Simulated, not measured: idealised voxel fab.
Name of the process module below: voxel wiring stack
For reference, the cross-section in this document is cut, with width 165 nm and square cells of 5 nm.
The cross-sections in this document take the form of a grid made of square cells. They are written out as bands, in order from top to bottom. Each band consists of one or more rows of cells. Basically the band line says how high the top is and how high the bottom is, in nm, and then what's in it from left to right, every material with its width in nm. Empty space shows up as "blank", and if a single material carries "everywhere" it runs the full band edge to edge. Counting heights begins at 0, where everything beneath is, in the wafer as received, one material. The lowest band has no bottom; it goes on downwards, as "z 0 and below" shows. When a width is written as two numbers, as in "30..40", the first number is the width in the top row of cells of the band and the second is the width in its bottom row, and the width changes by the same amount from each row to the next. For the purposes of this document, the phrase "no change occurred" attached to a step denotes that no cell within the cross-section was modified by that step. Closed empty spaces (no open way to the top) of 8 cells or more are what "Enclosed internal cavities" lists, each as width x height at distance from the left edge, nm for all three. On a step's line, text after the settings is the simulator commenting on that step. "overlay nm" on a masked step: distance the mask lay right of its planned place, negative for left.

# Here's what the planned process steps look like
step 1: RECEIVE: material Si
step 2: CONFORMAL_DEP: material SiO2, thk nm 10
step 3: CONFORMAL_DEP: material SiCN, thk nm 5
step 4: DIRECTIONAL_DEP: material lowk, thk nm 25
step 5: MASKED_ETCH: tone open, mask id METAL_1, width nm 30, pitch nm 45, etch materials lowk, depth nm 25, overlay nm 0
step 6: MASKED_ETCH: tone open, mask id METAL_1, width nm 30, pitch nm 45, etch materials SiCN, depth nm 5, overlay nm 0
step 7: CONFORMAL_DEP: material TiN, thk nm 5
step 8: FILL_DEP: material Cu, thk nm 5
step 9: CMP: height nm 40
step 10: EPI: material Ru, thk nm 5
step 11: FILL_DEP: material SiCN, thk nm 5
step 12: DIRECTIONAL_DEP: material SiO2, thk nm 30
step 13: MASKED_ETCH: tone open, mask id METAL_2_HOLES, width nm 15, pitch nm 45, etch materials SiO2, depth nm 30, overlay nm 0
step 14: PATTERN: tone open, mask id METAL_2, material resist, width nm 30, pitch nm 45, thk nm 20, overlay nm 0
step 15: DIRECTIONAL_ETCH: etch materials SiO2, depth nm 20
step 16: DIRECTIONAL_ETCH: etch materials SiCN, depth nm 5
step 17: STRIP: etch materials resist
step 18: CONFORMAL_DEP: material TiN, thk nm 5
step 19: FILL_DEP: material Cu, thk nm 10
step 20: CMP: height nm 80
step 21: CONFORMAL_DEP: material SiCN, thk nm 5
step 22: DIRECTIONAL_DEP: material lowk, thk nm 20
step 23: PATTERN: tone open, mask id PLUG_2, material resist, width nm 15, thk nm 15, overlay nm 0
step 24: DIRECTIONAL_ETCH: etch materials lowk, depth nm 20
step 25: DIRECTIONAL_ETCH: etch materials SiCN, depth nm 5
step 26: STRIP: etch materials resist
step 27: CONFORMAL_DEP: material TiN, thk nm 5
step 28: FILL_DEP: material Cu, thk nm 10
step 29: CMP: height nm 105
step 30: CONFORMAL_DEP: material SiCN, thk nm 5
step 31: DIRECTIONAL_DEP: material SiO2, thk nm 25
step 32: MASKED_ETCH: tone open, mask id METAL_3, width nm 30, pitch nm 45, etch materials SiO2, depth nm 25, overlay nm 0
step 33: MASKED_ETCH: tone open, mask id METAL_3, width nm 30, pitch nm 45, etch materials SiCN, depth nm 5, overlay nm 0
step 34: CONFORMAL_DEP: material TiN, thk nm 5
step 35: FILL_DEP: material Ru, thk nm 5
step 36: CMP: height nm 135
step 37: CONFORMAL_DEP: material SiCN, thk nm 5
step 38: DIRECTIONAL_DEP: material lowk, thk nm 10
step 39: MASKED_ETCH: tone open, mask id PLUG_3, width nm 15, etch materials lowk, depth nm 10, overlay nm 0
step 40: MASKED_ETCH: tone open, mask id PLUG_3, width nm 15, etch materials SiCN, depth nm 5, overlay nm 0
step 41: CONFORMAL_DEP: material TiN, thk nm 5
step 42: FILL_DEP: material W, thk nm 10
step 43: CMP: height nm 150
step 44: CONFORMAL_DEP: material SiN, thk nm 5
step 45: DIRECTIONAL_DEP: material SiO2, thk nm 20
step 46: MASKED_ETCH: tone open, mask id METAL_4, width nm 30, pitch nm 45, etch materials SiO2, depth nm 20, overlay nm 0
step 47: MASKED_ETCH: tone open, mask id METAL_4, width nm 30, pitch nm 45, etch materials SiN, depth nm 5, overlay nm 0
step 48: CONFORMAL_DEP: material TiN, thk nm 5
step 49: FILL_DEP: material Cu, thk nm 10
step 50: CMP: height nm 175
step 51: EPI: material Ru, thk nm 5
step 52: FILL_DEP: material SiCN, thk nm 5

# Received-state cross-section, reflecting completion of step 1
z 0 and below | Si everywhere
Enclosed internal cavities: none

# Figure: cross-sectional view of the wafer upon completion of the module, processed from the initial state and according to the plan depicted above, with one error introduced during execution
z 185 to 180 | SiCN everywhere
z 180 to 175 | SiCN=40, then Ru=40, then SiCN=5, then Ru=40, then SiCN=40
z 175 to 155 | SiO2=45, then TiN=5, then Cu=20, then TiN=5, then SiO2=15, then TiN=5, then Cu=20, then TiN=5, then SiO2=45
z 155 to 150 | SiN=45, then TiN=30, then SiN=15, then TiN=30, then SiN=45
z 150 to 140 | lowk=45, then TiN=5, then W=5, then TiN=5, then lowk=105
z 140 to 135 | SiCN=45, then TiN=15, then SiCN=105
z 135 to 110 | SiO2=45, then TiN=5, then Ru=20, then TiN=5, then SiO2=15, then TiN=5, then Ru=20, then TiN=5, then SiO2=45
z 110 to 105 | SiCN=45, then TiN=30, then SiCN=15, then TiN=30, then SiCN=45
z 105 to 85 | lowk=45, then TiN=5, then Cu=5, then TiN=5, then lowk=105
z 85 to 80 | SiCN=45, then TiN=15, then SiCN=105
z 80 to 65 | SiO2=45, then TiN=5, then Cu=20, then TiN=5, then SiO2=15, then TiN=5, then Cu=20, then TiN=5, then SiO2=45
z 65 to 60 | SiO2=45, then TiN=5, then Cu=5, then TiN=20, then SiO2=15, then TiN=5, then Cu=5, then TiN=20, then SiO2=45
z 60 to 50 | SiO2=45, then TiN=5, then Cu=5, then TiN=5, then SiO2=30, then TiN=5, then Cu=5, then TiN=5, then SiO2=60
z 50 to 45 | SiCN=45, then TiN=15, then SiCN=30, then TiN=15, then SiCN=60
z 45 to 40 | SiCN=40, then Ru=40, then SiCN=5, then Ru=40, then SiCN=40
z 40 to 20 | lowk=45, then TiN=5, then Cu=20, then TiN=5, then lowk=15, then TiN=5, then Cu=20, then TiN=5, then lowk=45
z 20 to 15 | lowk=45, then TiN=10, then Cu=10, then TiN=10, then lowk=15, then TiN=10, then Cu=10, then TiN=10, then lowk=45
z 15 to 10 | SiCN=50, then TiN=20, then SiCN=25, then TiN=20, then SiCN=50
z 10 to 0 | SiO2 everywhere
z 0 and below | Si everywhere
Enclosed internal cavities: none
What broke from the plan during processing? step 6 did not happen as planned, as run it was MASKED_ETCH: tone open, mask id METAL_1, width nm 20, pitch nm 45, etch materials SiCN, depth nm 5, overlay nm 0
